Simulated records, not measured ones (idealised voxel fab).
Name of the process module below: voxel self aligned contacts
Pictured: cross-section cut, 260 nm wide, on a grid of 5 nm square cells.
The cross-sections in this document take the form of a grid made of square cells. They are written out as bands, in order from top to bottom. Each band consists of one or more rows of cells. In this notation a band is specified by the heights of its top and bottom, in that order and in nm, after which its materials appear from left to right, each paired with its width in nm. The word "throughout" attached to a single material means that material fills the band from edge to edge; the word "air" stands for empty space. Measure heights from 0. That's the level where, below it, the as-received wafer is all one material. The lowest band is bottomless and extends downward; write it as in "0 and below". You'd read "30..40" like this: the band's top row of cells is as wide as the first number, its bottom row is as wide as the second, and going down, every row changes width by the same amount as the row before did. Step marked "nothing altered"? Then no cell in the cross-section changed in it. The list in "Enclosed internal voids" covers empty spaces of 8 cells or more that cannot reach the top through any open way, and it gives each as width x height at distance; the distance is from the left edge, and width, height and distance are in nm. That trailing text on a step's line, after the settings, is the simulator's own remark on the step. The setting "overlay nm" may be written on the line of a step. When the step uses a mask, the value reports how far to the right of the planned place the mask lay, and a negative value reports that it lay to the left.
[The following list gives the planned process steps]
- 1: op RECEIVE | material Si
- 2: op CONFORMAL_DEP | material SiO2 | thk nm 5
- 3: op DIRECTIONAL_DEP | material polySi | thk nm 30
- 4: op DIRECTIONAL_DEP | material SiN | thk nm 25
- 5: op MASKED_ETCH | tone cover | mask id GATE | width nm 25 | pitch nm 60 | etch materials SiN | depth nm 25 | overlay nm 0
- 6: op MASKED_ETCH | tone cover | mask id GATE | width nm 25 | pitch nm 60 | etch materials polySi | depth nm 30 | overlay nm 0
- 7: op CONFORMAL_DEP | material SiN | thk nm 10
- 8: op DIRECTIONAL_ETCH | etch materials SiN | depth nm 10
- 9: op FILL_DEP | material SiO2 | thk nm 15
- 10: op CMP | height nm 65
- 11: op MASKED_ETCH | tone open | mask id CONTACT | width nm 45 | pitch nm 60 | etch materials SiO2 | depth nm 65 | overlay nm 0
- 12: op CONFORMAL_DEP | material TiN | thk nm 5
- 13: op FILL_DEP | material W | thk nm 5
- 14: op CMP | height nm 65
- 15: op CONFORMAL_DEP | material SiCN | thk nm 5
[Below: the first of two wafers, run as planned]
[As-received wafer cross-section (after step 1)]
- 0 and below | Si throughout
- Enclosed internal voids: none
[Wafer section view after processing step 2]
- 5 down to 0 | SiO2 throughout
- Nothing below the height 0 has changed.
[Wafer section view after processing step 3]
- 35 down to 5 | polySi throughout
- Nothing below the height 5 has changed.
[Wafer section view after processing step 4]
- 60 down to 35 | SiN throughout
- Nothing below the height 35 has changed.
[Wafer section view after processing step 5]
- 60 down to 35 | 55 of air / 25 of SiN / 35 of air / 25 of SiN / 35 of air / 25 of SiN / 60 of air
- Nothing below the height 35 has changed.
[Wafer section view after processing step 6]
- 60 down to 35 | 55 of air / 25 of SiN / 35 of air / 25 of SiN / 35 of air / 25 of SiN / 60 of air
- 35 down to 5 | 55 of air / 25 of polySi / 35 of air / 25 of polySi / 35 of air / 25 of polySi / 60 of air
- Nothing below the height 5 has changed.
[Wafer section view after processing step 7]
- 70 down to 35 | 45 of air / 45 of SiN / 15 of air / 45 of SiN / 15 of air / 45 of SiN / 50 of air
- 35 down to 15 | 45 of air / 10 of SiN / 25 of polySi / 10 of SiN / 15 of air / 10 of SiN / 25 of polySi / 10 of SiN / 15 of air / 10 of SiN / 25 of polySi / 10 of SiN / 50 of air
- 15 down to 5 | 55 of SiN / 25 of polySi / 35 of SiN / 25 of polySi / 35 of SiN / 25 of polySi / 60 of SiN
- Nothing below the height 5 has changed.
[Wafer section view after processing step 8]
- 60 down to 35 | 45 of air / 45 of SiN / 15 of air / 45 of SiN / 15 of air / 45 of SiN / 50 of air
- 35 down to 5 | 45 of air / 10 of SiN / 25 of polySi / 10 of SiN / 15 of air / 10 of SiN / 25 of polySi / 10 of SiN / 15 of air / 10 of SiN / 25 of polySi / 10 of SiN / 50 of air
- Nothing below the height 5 has changed.
[Wafer section view after processing step 9]
- 75 down to 60 | SiO2 throughout
- 60 down to 35 | 45 of SiO2 / 45 of SiN / 15 of SiO2 / 45 of SiN / 15 of SiO2 / 45 of SiN / 50 of SiO2
- 35 down to 5 | 45 of SiO2 / 10 of SiN / 25 of polySi / 10 of SiN / 15 of SiO2 / 10 of SiN / 25 of polySi / 10 of SiN / 15 of SiO2 / 10 of SiN / 25 of polySi / 10 of SiN / 50 of SiO2
- Nothing below the height 5 has changed.
[Wafer section view after processing step 10]
- 65 down to 60 | SiO2 throughout
- Nothing below the height 60 has changed.
[Wafer section view after processing step 11]
- 65 down to 60 | 75 of SiO2 / 45 of air / 15 of SiO2 / 45 of air / 80 of SiO2
- 60 down to 35 | 45 of SiO2 / 45 of SiN / 15 of air / 45 of SiN / 15 of air / 45 of SiN / 50 of SiO2
- 35 down to 5 | 45 of SiO2 / 10 of SiN / 25 of polySi / 10 of SiN / 15 of air / 10 of SiN / 25 of polySi / 10 of SiN / 15 of air / 10 of SiN / 25 of polySi / 10 of SiN / 50 of SiO2
- 5 down to 0 | 90 of SiO2 / 15 of air / 45 of SiO2 / 15 of air / 95 of SiO2
- Nothing below the height 0 has changed.
[Wafer section view after processing step 12]
- 70 down to 65 | 80 of TiN / 35 of air / 25 of TiN / 35 of air / 85 of TiN
- 65 down to 60 | 75 of SiO2 / 20 of TiN / 5 of air / 20 of TiN / 15 of SiO2 / 20 of TiN / 5 of air / 20 of TiN / 80 of SiO2
- 60 down to 35 | 45 of SiO2 / 45 of SiN / 5 of TiN / 5 of air / 5 of TiN / 45 of SiN / 5 of TiN / 5 of air / 5 of TiN / 45 of SiN / 50 of SiO2
- 35 down to 5 | 45 of SiO2 / 10 of SiN / 25 of polySi / 10 of SiN / 5 of TiN / 5 of air / 5 of TiN / 10 of SiN / 25 of polySi / 10 of SiN / 5 of TiN / 5 of air / 5 of TiN / 10 of SiN / 25 of polySi / 10 of SiN / 50 of SiO2
- 5 down to 0 | 90 of SiO2 / 15 of TiN / 45 of SiO2 / 15 of TiN / 95 of SiO2
- Nothing below the height 0 has changed.
[Wafer section view after processing step 13]
- 75 down to 70 | W throughout
- 70 down to 65 | 80 of TiN / 35 of W / 25 of TiN / 35 of W / 85 of TiN
- 65 down to 60 | 75 of SiO2 / 20 of TiN / 5 of W / 20 of TiN / 15 of SiO2 / 20 of TiN / 5 of W / 20 of TiN / 80 of SiO2
- 60 down to 35 | 45 of SiO2 / 45 of SiN / 5 of TiN / 5 of W / 5 of TiN / 45 of SiN / 5 of TiN / 5 of W / 5 of TiN / 45 of SiN / 50 of SiO2
- 35 down to 5 | 45 of SiO2 / 10 of SiN / 25 of polySi / 10 of SiN / 5 of TiN / 5 of W / 5 of TiN / 10 of SiN / 25 of polySi / 10 of SiN / 5 of TiN / 5 of W / 5 of TiN / 10 of SiN / 25 of polySi / 10 of SiN / 50 of SiO2
- Nothing below the height 5 has changed.
[Wafer section view after processing step 14]
- 65 down to 60 | 75 of SiO2 / 20 of TiN / 5 of W / 20 of TiN / 15 of SiO2 / 20 of TiN / 5 of W / 20 of TiN / 80 of SiO2
- Nothing below the height 60 has changed.
[Wafer section view after processing step 15]
- 70 down to 65 | SiCN throughout
- Nothing below the height 65 has changed.
[Okay, second wafer. Nothing different at the start, nothing different in the plan, just one mistake somewhere in the running. As far as step 3, counting that step, it's the first wafer all over again]
[Cross-section of the second wafer corresponding to the planned conclusion of step 4]
- 60 down to 35 | W throughout
- Nothing below the height 35 has changed.
Cross-section of the second wafer corresponding to the planned conclusion of step 5: nothing altered
Cross-section of the second wafer corresponding to the planned conclusion of step 6: nothing altered
[Cross-section of the second wafer corresponding to the planned conclusion of step 7]
- 70 down to 60 | SiN throughout
- Nothing below the height 60 has changed.
[Cross-section of the second wafer corresponding to the planned conclusion of step 8]
- 60 down to 35 | W throughout
- Nothing below the height 35 has changed.
[Cross-section of the second wafer corresponding to the planned conclusion of step 9]
- 75 down to 60 | SiO2 throughout
- Nothing below the height 60 has changed.
[Cross-section of the second wafer corresponding to the planned conclusion of step 10]
- 65 down to 60 | SiO2 throughout
- Nothing below the height 60 has changed.
[Cross-section of the second wafer corresponding to the planned conclusion of step 11]
- 65 down to 60 | 75 of SiO2 / 45 of air / 15 of SiO2 / 45 of air / 80 of SiO2
- Nothing below the height 60 has changed.
[Cross-section of the second wafer corresponding to the planned conclusion of step 12]
- 70 down to 65 | 80 of TiN / 35 of air / 25 of TiN / 35 of air / 85 of TiN
- 65 down to 60 | 75 of SiO2 / 45 of TiN / 15 of SiO2 / 45 of TiN / 80 of SiO2
- Nothing below the height 60 has changed.
[Cross-section of the second wafer corresponding to the planned conclusion of step 13]
- 75 down to 70 | W throughout
- 70 down to 65 | 80 of TiN / 35 of W / 25 of TiN / 35 of W / 85 of TiN
- Nothing below the height 65 has changed.
[Cross-section of the second wafer corresponding to the planned conclusion of step 14]
- 65 down to 60 | 75 of SiO2 / 45 of TiN / 15 of SiO2 / 45 of TiN / 80 of SiO2
- Nothing below the height 60 has changed.
[Cross-section of the second wafer corresponding to the planned conclusion of step 15]
- 70 down to 65 | SiCN throughout
- Nothing below the height 65 has changed.
It is concluded that the wafer was processed incorrectly with respect to the plan, in that step 4 ran with different settings than intended, the actual operation and settings being op DIRECTIONAL_DEP | material W | thk nm 25
Final comparison by cell count, materials where the second wafer has more or fewer than the first: -207 SiN | -203 SiO2 | -48 TiN | +236 W | +222 polySi
